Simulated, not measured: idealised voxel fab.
process module | voxel double patterning
cross-section cut | 215 nm wide | cells 5 nm
A cross-section is a grid of square cells, given in bands from the top down. A band is one or more rows of cells.
Each band's line starts with the height of the band's top and of its bottom, in nm. Then come its materials from left to right, each with its width in nm. One material with "throughout" fills the band from edge to edge. "air" is empty space.
Height 0 is the level under which the wafer as received is all one material. The lowest band goes on downwards, as in "0 down".
A width such as "30 to 40" changes by the same amount from each row of cells to the next, from the band's top row to its bottom row.
"no change" after a step means that no cell of the cross-section changed.
closed voids: empty space of 8 cells or more with no open way to the top, each as width x height at its distance from the left edge, in nm
after a step's settings: what the simulator itself notes on the step
overlay nm, on a step with a mask: how far to the right of its planned place the mask lay; to the left if negative
plan
1 op RECEIVE | material Si
2 op CONFORMAL_DEP | material SiO2 | thk nm 10
3 op DIRECTIONAL_DEP | material polySi | thk nm 10
4 op DIRECTIONAL_DEP | material SiCN | thk nm 5
5 op PATTERN | tone open | mask id FIRST | material resist | width nm 15 | pitch nm 50 | thk nm 15 | overlay nm 0
6 op DIRECTIONAL_ETCH | etch materials SiCN | depth nm 5
7 op STRIP | etch materials resist
8 op PATTERN | tone open | mask id SECOND | material resist | width nm 15 | thk nm 20 | overlay nm 0
9 op DIRECTIONAL_ETCH | etch materials SiCN | depth nm 5
10 op STRIP | etch materials resist
11 op DIRECTIONAL_ETCH | etch materials polySi | depth nm 10
12 op STRIP | etch materials SiCN
first wafer, as planned
as received, after step 1
  0 down: Si throughout
  closed voids: none
after step 2
  10 to 0: SiO2 throughout
  below 0: unchanged
after step 3
  20 to 10: polySi throughout
  below 10: unchanged
after step 4
  25 to 20: SiCN throughout
  below 20: unchanged
after step 5
  40 to 25: resist 75 | air 15 | resist 35 | air 15 | resist 75
  below 25: unchanged
after step 6
  40 to 25: resist 75 | air 15 | resist 35 | air 15 | resist 75
  25 to 20: SiCN 75 | air 15 | SiCN 35 | air 15 | SiCN 75
  below 20: unchanged
after step 7
  25 to 20: SiCN 75 | air 15 | SiCN 35 | air 15 | SiCN 75
  below 20: unchanged
after step 8
  45 to 25: resist 100 | air 15 | resist 100
  25 to 20: SiCN 75 | resist 15 | SiCN 35 | resist 15 | SiCN 75
  below 20: unchanged
after step 9
  45 to 25: resist 100 | air 15 | resist 100
  25 to 20: SiCN 75 | resist 15 | SiCN 10 | air 15 | SiCN 10 | resist 15 | SiCN 75
  below 20: unchanged
after step 10
  25 to 20: SiCN 75 | air 15 | SiCN 10 | air 15 | SiCN 10 | air 15 | SiCN 75
  below 20: unchanged
after step 11
  25 to 20: SiCN 75 | air 15 | SiCN 10 | air 15 | SiCN 10 | air 15 | SiCN 75
  20 to 10: polySi 75 | air 15 | polySi 10 | air 15 | polySi 10 | air 15 | polySi 75
  below 10: unchanged
after step 12
  20 to 10: polySi 75 | air 15 | polySi 10 | air 15 | polySi 10 | air 15 | polySi 75
  below 10: unchanged
second wafer: like start, like plan, one mistake. Through step 4 it matches the first wafer
when step 5 should have ended
  40 to 25: resist 70 | air 25 | resist 25 | air 25 | resist 70
  below 25: unchanged
when step 6 should have ended
  40 to 25: resist 70 | air 25 | resist 25 | air 25 | resist 70
  25 to 20: SiCN 70 | air 25 | SiCN 25 | air 25 | SiCN 70
  below 20: unchanged
when step 7 should have ended
  25 to 20: SiCN 70 | air 25 | SiCN 25 | air 25 | SiCN 70
  below 20: unchanged
when step 8 should have ended
  45 to 25: resist 100 | air 15 | resist 100
  25 to 20: SiCN 70 | resist 25 | SiCN 25 | resist 25 | SiCN 70
  below 20: unchanged
when step 9 should have ended
  45 to 25: resist 100 | air 15 | resist 100
  25 to 20: SiCN 70 | resist 25 | SiCN 5 | air 15 | SiCN 5 | resist 25 | SiCN 70
  below 20: unchanged
when step 10 should have ended
  25 to 20: SiCN 70 | air 25 | SiCN 5 | air 15 | SiCN 5 | air 25 | SiCN 70
  below 20: unchanged
when step 11 should have ended
  25 to 20: SiCN 70 | air 25 | SiCN 5 | air 15 | SiCN 5 | air 25 | SiCN 70
  20 to 10: polySi 70 | air 25 | polySi 5 | air 15 | polySi 5 | air 25 | polySi 70
  below 10: unchanged
when step 12 should have ended
  20 to 10: polySi 70 | air 25 | polySi 5 | air 15 | polySi 5 | air 25 | polySi 70
  below 10: unchanged
what went wrong: step 5 ran as: op PATTERN | tone open | mask id FIRST | material resist | width nm 25 | pitch nm 50 | thk nm 15 | overlay nm 0
at the end the second wafer has, in cells: 8 fewer of polySi
